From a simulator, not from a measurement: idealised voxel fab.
Process module heading - voxel released beams
Displayed cross-section: cut, width of 205 nm, square cells sized 5 nm.
Format of a cross-section: grid, square cells. Given as bands. Order: top down. Band: one or more rows of cells.
Top, bottom (nm), then materials left to right with widths (nm); lone material tagged "all across" fills the whole band edge to edge; "blank" = empty space.
Heads up on the height convention: 0 is the point under which the incoming wafer is all one material, and the lowest band has no bottom, it just keeps going down, like "0 -> down".
A width given as "30->40" starts at the first number in the band's top row and ends at the second number in its bottom row, shifting by an equal amount at every step from row to row.
For the purposes of this document, the phrase "remained the same" attached to a step denotes that no cell within the cross-section was modified by that step.
Reported under the label "Enclosed void inventory" are the empty spaces having no open way to the top and comprising 8 cells or more; the notation for each is width x height at distance, in which the distance is measured from the left edge and all three values are in nm.
It should be noted that, on the line of a given step, the content following the step's settings is a remark produced by the simulator itself with respect to that step.
"overlay nm" on a masked step: distance the mask lay right of its planned place, negative for left.
### Here's what the planned process steps look like
1: RECEIVE: material Si
2: CONFORMAL_DEP: material SiN, thk nm 5
3: DIRECTIONAL_DEP: material SiO2, thk nm 20
4: MASKED_ETCH: tone open, mask id ANCHOR, width nm 25, etch materials SiO2, depth nm 20, overlay nm 0
5: CONFORMAL_DEP: material polySi, thk nm 10
6: PATTERN: tone cover, mask id BEAM, material resist, width nm 80, thk nm 20, overlay nm 0
7: DIRECTIONAL_ETCH: etch materials polySi, depth nm 10
8: STRIP: etch materials resist
9: STRIP: etch materials SiO2
### first wafer, as planned
### As received (post step 1): cross-section
	0 -> down = Si all across
	Enclosed void inventory: none
### after step 2
	5 -> 0 = SiN all across
	Note: structure below 0 unchanged.
### after step 3
	25 -> 5 = SiO2 all across
	Note: structure below 5 unchanged.
### after step 4
	25 -> 5 = SiO2 65 nm, then blank 25 nm, then SiO2 115 nm
	Note: structure below 5 unchanged.
### after step 5
	35 -> 25 = polySi 75 nm, then blank 5 nm, then polySi 125 nm
	25 -> 15 = SiO2 65 nm, then polySi 10 nm, then blank 5 nm, then polySi 10 nm, then SiO2 115 nm
	15 -> 5 = SiO2 65 nm, then polySi 25 nm, then SiO2 115 nm
	Note: structure below 5 unchanged.
### after step 6
	55 -> 35 = blank 60 nm, then resist 80 nm, then blank 65 nm
	35 -> 25 = polySi 75 nm, then resist 5 nm, then polySi 125 nm
	25 -> 15 = SiO2 65 nm, then polySi 10 nm, then resist 5 nm, then polySi 10 nm, then SiO2 115 nm
	Note: structure below 15 unchanged.
### after step 7
	55 -> 35 = blank 60 nm, then resist 80 nm, then blank 65 nm
	35 -> 25 = blank 60 nm, then polySi 15 nm, then resist 5 nm, then polySi 60 nm, then blank 65 nm
	Note: structure below 25 unchanged.
### after step 8
	35 -> 25 = blank 60 nm, then polySi 15 nm, then blank 5 nm, then polySi 60 nm, then blank 65 nm
	25 -> 15 = SiO2 65 nm, then polySi 10 nm, then blank 5 nm, then polySi 10 nm, then SiO2 115 nm
	Note: structure below 15 unchanged.
### after step 9
	35 -> 25 = blank 60 nm, then polySi 15 nm, then blank 5 nm, then polySi 60 nm, then blank 65 nm
	25 -> 15 = blank 65 nm, then polySi 10 nm, then blank 5 nm, then polySi 10 nm, then blank 115 nm
	15 -> 5 = blank 65 nm, then polySi 25 nm, then blank 115 nm
	Note: structure below 5 unchanged.
### The second wafer: identical to the first at the outset and in its planned sequence, differing only in that one mistake was made during processing; up to and including step 8, its path is the first wafer's path
### Second wafer profile in section, at the moment step 9 of the plan was meant to be complete
	35 -> 25 = blank 60 nm, then polySi 15 nm, then blank 5 nm, then polySi 60 nm, then blank 65 nm
	25 -> 15 = blank 65 nm, then polySi 10 nm, then blank 5 nm, then polySi 10 nm, then blank 115 nm
	15 -> 5 = blank 65 nm, then polySi 25 nm, then blank 115 nm
	Note: structure below 5 unchanged.
What broke from the plan during processing? step 9 of the plan saw execution twice
Given identical final cross-sections on the two wafers, the mistake has no effect on any quantity computed by this model.
